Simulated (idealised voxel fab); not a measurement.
The process module that follows is named voxel self aligned contacts.
Cross-section cut spans 160 nm and uses square cells 5 nm in size.
We lay out every cross-section as a grid of square cells and spell it out in bands from the top down, where one band means one or more rows of cells.
Per band: top height and bottom height in nm, followed by the left-to-right materials and their widths in nm; "throughout" marks a single material spanning edge to edge, "air" marks empty space.
The reference from which all heights are counted is 0, the level beneath which the as-received wafer is entirely one material; the lowest band, having no lower bound, proceeds downward and is written after the example "0 nm and below".
The notation "30..40" denotes a width that varies across the rows of cells in the band, beginning at the first number in the top row, finishing at the second number in the bottom row, and changing by an identical amount from each row to the next.
Reading "no change" for a step: not a cell of the cross-section changed in it.
"Sealed void list": sealed empty spaces, 8 cells or more, no open way to top, listed width x height at distance, with distance from the left edge and width, height and distance in nm.
Text after the settings on a step's line: the simulator's own remark on that step.
What "overlay nm" on a step's line means: if the step has a mask, that mask lay this far to the right of its planned place, or, when the value is negative, to the left.

Steps in the process plan
1 RECEIVE,material Si
2 CONFORMAL_DEP,material SiO2,thk nm 5
3 DIRECTIONAL_DEP,material polySi,thk nm 20
4 DIRECTIONAL_DEP,material SiN,thk nm 25
5 MASKED_ETCH,tone cover,mask id GATE,width nm 25,pitch nm 60,etch materials SiN,depth nm 25,overlay nm 0
6 MASKED_ETCH,tone cover,mask id GATE,width nm 25,pitch nm 60,etch materials polySi,depth nm 20,overlay nm 0
7 CONFORMAL_DEP,material SiN,thk nm 10
8 DIRECTIONAL_ETCH,etch materials SiN,depth nm 10
9 FILL_DEP,material SiO2,thk nm 20
10 CMP,height nm 60
11 MASKED_ETCH,tone open,mask id CONTACT,width nm 45,etch materials SiO2,depth nm 60,overlay nm 0
12 CONFORMAL_DEP,material TiN,thk nm 5
13 FILL_DEP,material Ru,thk nm 10
14 CMP,height nm 60
15 CONFORMAL_DEP,material SiCN,thk nm 5

Wafer, first of two, run as planned

This is the cross-section of the wafer as we received it, i.e. after step 1
0 nm and below | Si throughout
Sealed void list: none

After step 2, in cross-section
5 nm to 0 nm | SiO2 throughout
Note: structure below 0 unchanged.

After step 3, in cross-section
25 nm to 5 nm | polySi throughout
Note: structure below 5 unchanged.

After step 4, in cross-section
50 nm to 25 nm | SiN throughout
Note: structure below 25 unchanged.

After step 5, in cross-section
50 nm to 25 nm | 35 air, then 25 SiN, then 35 air, then 25 SiN, then 40 air
Note: structure below 25 unchanged.

After step 6, in cross-section
50 nm to 25 nm | 35 air, then 25 SiN, then 35 air, then 25 SiN, then 40 air
25 nm to 5 nm | 35 air, then 25 polySi, then 35 air, then 25 polySi, then 40 air
Note: structure below 5 unchanged.

After step 7, in cross-section
60 nm to 25 nm | 25 air, then 45 SiN, then 15 air, then 45 SiN, then 30 air
25 nm to 15 nm | 25 air, then 10 SiN, then 25 polySi, then 10 SiN, then 15 air, then 10 SiN, then 25 polySi, then 10 SiN, then 30 air
15 nm to 5 nm | 35 SiN, then 25 polySi, then 35 SiN, then 25 polySi, then 40 SiN
Note: structure below 5 unchanged.

After step 8, in cross-section
50 nm to 25 nm | 25 air, then 45 SiN, then 15 air, then 45 SiN, then 30 air
25 nm to 5 nm | 25 air, then 10 SiN, then 25 polySi, then 10 SiN, then 15 air, then 10 SiN, then 25 polySi, then 10 SiN, then 30 air
Note: structure below 5 unchanged.

After step 9, in cross-section
70 nm to 50 nm | SiO2 throughout
50 nm to 25 nm | 25 SiO2, then 45 SiN, then 15 SiO2, then 45 SiN, then 30 SiO2
25 nm to 5 nm | 25 SiO2, then 10 SiN, then 25 polySi, then 10 SiN, then 15 SiO2, then 10 SiN, then 25 polySi, then 10 SiN, then 30 SiO2
Note: structure below 5 unchanged.

After step 10, in cross-section
60 nm to 50 nm | SiO2 throughout
Note: structure below 50 unchanged.

After step 11, in cross-section
60 nm to 50 nm | 55 SiO2, then 45 air, then 60 SiO2
50 nm to 25 nm | 25 SiO2, then 45 SiN, then 15 air, then 45 SiN, then 30 SiO2
25 nm to 5 nm | 25 SiO2, then 10 SiN, then 25 polySi, then 10 SiN, then 15 air, then 10 SiN, then 25 polySi, then 10 SiN, then 30 SiO2
5 nm to 0 nm | 70 SiO2, then 15 air, then 75 SiO2
Note: structure below 0 unchanged.

After step 12, in cross-section
65 nm to 60 nm | 60 TiN, then 35 air, then 65 TiN
60 nm to 50 nm | 55 SiO2, then 5..20 TiN, then 35..5 air, then 5..20 TiN, then 60 SiO2
50 nm to 25 nm | 25 SiO2, then 45 SiN, then 5 TiN, then 5 air, then 5 TiN, then 45 SiN, then 30 SiO2
25 nm to 5 nm | 25 SiO2, then 10 SiN, then 25 polySi, then 10 SiN, then 5 TiN, then 5 air, then 5 TiN, then 10 SiN, then 25 polySi, then 10 SiN, then 30 SiO2
5 nm to 0 nm | 70 SiO2, then 15 TiN, then 75 SiO2
Note: structure below 0 unchanged.

After step 13, in cross-section
75 nm to 65 nm | Ru throughout
65 nm to 60 nm | 60 TiN, then 35 Ru, then 65 TiN
60 nm to 50 nm | 55 SiO2, then 5..20 TiN, then 35..5 Ru, then 5..20 TiN, then 60 SiO2
50 nm to 25 nm | 25 SiO2, then 45 SiN, then 5 TiN, then 5 Ru, then 5 TiN, then 45 SiN, then 30 SiO2
25 nm to 5 nm | 25 SiO2, then 10 SiN, then 25 polySi, then 10 SiN, then 5 TiN, then 5 Ru, then 5 TiN, then 10 SiN, then 25 polySi, then 10 SiN, then 30 SiO2
Note: structure below 5 unchanged.

After step 14, in cross-section
60 nm to 50 nm | 55 SiO2, then 5..20 TiN, then 35..5 Ru, then 5..20 TiN, then 60 SiO2
Note: structure below 50 unchanged.

After step 15, in cross-section
65 nm to 60 nm | SiCN throughout
Note: structure below 60 unchanged.

Second of two: same start, same plan, one run error; steps up to and including 13 match the first

Cross-section: second wafer, time at which step 14 was scheduled to end
50 nm to 25 nm | 25 SiO2, then 45 SiN, then 5 TiN, then 5 Ru, then 5 TiN, then 45 SiN, then 30 SiO2
Note: structure below 25 unchanged.

Cross-section: second wafer, time at which step 15 was scheduled to end
55 nm to 50 nm | SiCN throughout
Note: structure below 50 unchanged.
The plan and the run diverged here: step 14 deviated from plan and actually ran as CMP,height nm 50
The second wafer ends with more or fewer cells of some materials than the first, per final count: -8 Ru | -46 SiO2 | -10 TiN
